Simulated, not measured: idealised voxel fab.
Documented hereafter: the process module known as voxel self aligned contacts.
Xsec cut, 225 nm wide, square cell size 5 nm.
We lay out every cross-section as a grid of square cells and spell it out in bands from the top down, where one band means one or more rows of cells. In this notation a band is specified by the heights of its top and bottom, in that order and in nm, after which its materials appear from left to right, each paired with its width in nm. The word "edge to edge" attached to a single material means that material fills the band from edge to edge; the word "air" stands for empty space. It should be noted that heights are counted from 0, beneath which the wafer as supplied is of one material throughout, and that the lowest band possesses no lower boundary but continues downward, as written in "from 0 down". Note: "30 to 40" means the width goes from the first number (top row of the band) to the second number (bottom row) in equal steps per row of cells. Basically "nothing was modified" means that step didn't change any cell in the cross-section. Empty spaces without an open route to the top, at least 8 cells in extent, make up the entry "Sealed-off cavities"; each is given as width x height at distance, where the distance is measured from the left edge, and all are in nm. That trailing text on a step's line, after the settings, is the simulator's own remark on the step. What "overlay nm" on a step's line means: if the step has a mask, that mask lay this far to the right of its planned place, or, when the value is negative, to the left.
## Intended process steps
| 1 | RECEIVE: material Si |
| 2 | OXIDIZE: depth nm 5 |
| 3 | DIRECTIONAL_DEP: material polySi, thk nm 20 |
| 4 | DIRECTIONAL_DEP: material SiN, thk nm 25 |
| 5 | DIRECTIONAL_DEP: material aC, thk nm 10 |
| 6 | PATTERN: tone cover, mask id GATE, material resist, width nm 25, pitch nm 70, thk nm 25, overlay nm 0 |
| 7 | DIRECTIONAL_ETCH: etch materials aC, depth nm 10 |
| 8 | STRIP: etch materials resist |
| 9 | DIRECTIONAL_ETCH: etch materials SiN, depth nm 25 |
| 10 | DIRECTIONAL_ETCH: etch materials polySi, depth nm 20 |
| 11 | STRIP: etch materials aC |
| 12 | CONFORMAL_DEP: material SiN, thk nm 10 |
| 13 | DIRECTIONAL_ETCH: etch materials SiN, depth nm 10 |
| 14 | FILL_DEP: material SiO2, thk nm 15 |
| 15 | CMP: height nm 50 |
| 16 | DIRECTIONAL_DEP: material aC, thk nm 10 |
| 17 | PATTERN: tone open, mask id CONTACT, material resist, width nm 55, pitch nm 70, thk nm 30, overlay nm 0 |
| 18 | DIRECTIONAL_ETCH: etch materials aC, depth nm 10 |
| 19 | STRIP: etch materials resist |
| 20 | DIRECTIONAL_ETCH: etch materials SiO2, depth nm 55 |
| 21 | STRIP: etch materials aC |
| 22 | CONFORMAL_DEP: material TiN, thk nm 5 |
| 23 | FILL_DEP: material Ru, thk nm 10 |
| 24 | CMP: height nm 50 |
| 25 | CONFORMAL_DEP: material SiN, thk nm 5 |
## This is the cross-section of the wafer as we received it, i.e. after step 1
* from 0 down = Si edge to edge
* Sealed-off cavities: none
## Wafer cross-section at module end: first of two, run to plan
* from 55 to 50 = SiN edge to edge
* from 50 to 45 = SiO2 50 nm, TiN 20 nm, Ru 15 nm, TiN 20 nm, SiO2 15 nm, TiN 20 nm, Ru 15 nm, TiN 20 nm, SiO2 50 nm
* from 45 to 20 = SiO2 20 nm, SiN 45 nm, TiN 5 nm, Ru 15 nm, TiN 5 nm, SiN 45 nm, TiN 5 nm, Ru 15 nm, TiN 5 nm, SiN 45 nm, SiO2 20 nm
* from 20 to 0 = SiO2 20 nm, SiN 10 nm, polySi 25 nm, SiN 10 nm, TiN 5 nm, Ru 15 nm, TiN 5 nm, SiN 10 nm, polySi 25 nm, SiN 10 nm, TiN 5 nm, Ru 15 nm, TiN 5 nm, SiN 10 nm, polySi 25 nm, SiN 10 nm, SiO2 20 nm
* from 0 to -5 = SiO2 65 nm, TiN 25 nm, SiO2 45 nm, TiN 25 nm, SiO2 65 nm
* from -5 down = Si edge to edge
* Sealed-off cavities: none
## Cross-section of the latter of the two wafers at module completion. It had an identical start and an identical plan to the former; in running it, one mistake was made
* from 55 to 50 = SiN edge to edge
* from 50 to 45 = SiO2 50 nm, TiN 55 nm, SiO2 15 nm, TiN 55 nm, SiO2 50 nm
* from 45 to 20 = SiN 40 nm, SiO2 5 nm, SiN 65 nm, SiO2 5 nm, SiN 65 nm, SiO2 5 nm, SiN 40 nm
* from 20 to 0 = polySi 30 nm, SiN 10 nm, SiO2 5 nm, SiN 10 nm, polySi 45 nm, SiN 10 nm, SiO2 5 nm, SiN 10 nm, polySi 45 nm, SiN 10 nm, SiO2 5 nm, SiN 10 nm, polySi 30 nm
* from 0 to -5 = SiO2 edge to edge
* from -5 down = Si edge to edge
* Sealed-off cavities: none
Run error: step 6 went in with a setting other than planned; the actual run was PATTERN: tone open, mask id GATE, material resist, width nm 25, pitch nm 70, thk nm 25, overlay nm 0
Heads up, by the end the second wafer has more or fewer cells of some materials compared to the first: -60 Ru; +75 SiN; -35 SiO2; -40 TiN; +60 polySi
